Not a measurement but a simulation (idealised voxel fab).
Process module heading - voxel lift off
It is cross-section cut that appears here, measuring 275 nm in width, its square cells being 5 nm in size.
Just so we're on the same page, the cross-sections are grids of square cells, and they're listed out in bands top to bottom, each band one or more rows deep.
Band: top and bottom heights (nm) first, top before bottom; then materials from left to right, widths in nm. "edge to edge" marks a sole material filling the band edge to edge. "blank" denotes empty space.
Where do heights start? At 0: under that level the wafer as delivered is made of one material only. And the lowest band has no floor; it just carries on downward, as in "0 nm and below".
Top row gets the first number, bottom row gets the second, and each row in between changes by the same step: that is how a band width like "30..40" works.
For the purposes of this document, the phrase "changes: none" attached to a step denotes that no cell within the cross-section was modified by that step.
If an empty space has no open way to the top and is at least 8 cells in size, "Fully enclosed voids" lists it, written width x height at distance, where distance is measured from the left edge and every value is in nm.
If you see something after the settings on a step's line, that's the simulator's own remark about that step.
Each step line may optionally specify "overlay nm", which for a step with a mask gives the rightward distance between the mask's planned place and where it lay, a negative value indicating the leftward direction.

PLANNED PROCESS STEPS
- 1: RECEIVE (material Si)
- 2: CONFORMAL_DEP (material Al2O3; thk nm 10)
- 3: PATTERN (tone open; mask id LINES; material resist; width nm 15; pitch nm 45; thk nm 25; overlay nm 0)
- 4: DIRECTIONAL_DEP (material Ru; thk nm 15)
- 5: STRIP (etch materials resist)
- 6: CONFORMAL_DEP (material SiN; thk nm 10)

WAFER CROSS-SECTION ON RECEIPT, I.E. AFTER STEP 1
0 nm and below | Si edge to edge
Fully enclosed voids: none

POST-MODULE CROSS-SECTION: IDENTICAL START AND PLAN TO THOSE ABOVE, ONE MISSTEP IN EXECUTION
25 nm to 10 nm | 105 blank, then 15 Ru, then 30 blank, then 15 Ru, then 110 blank
10 nm to 0 nm | Al2O3 edge to edge
0 nm and below | Si edge to edge
Fully enclosed voids: none
What was the processing mistake? with respect to the plan, step 6 was omitted and not executed
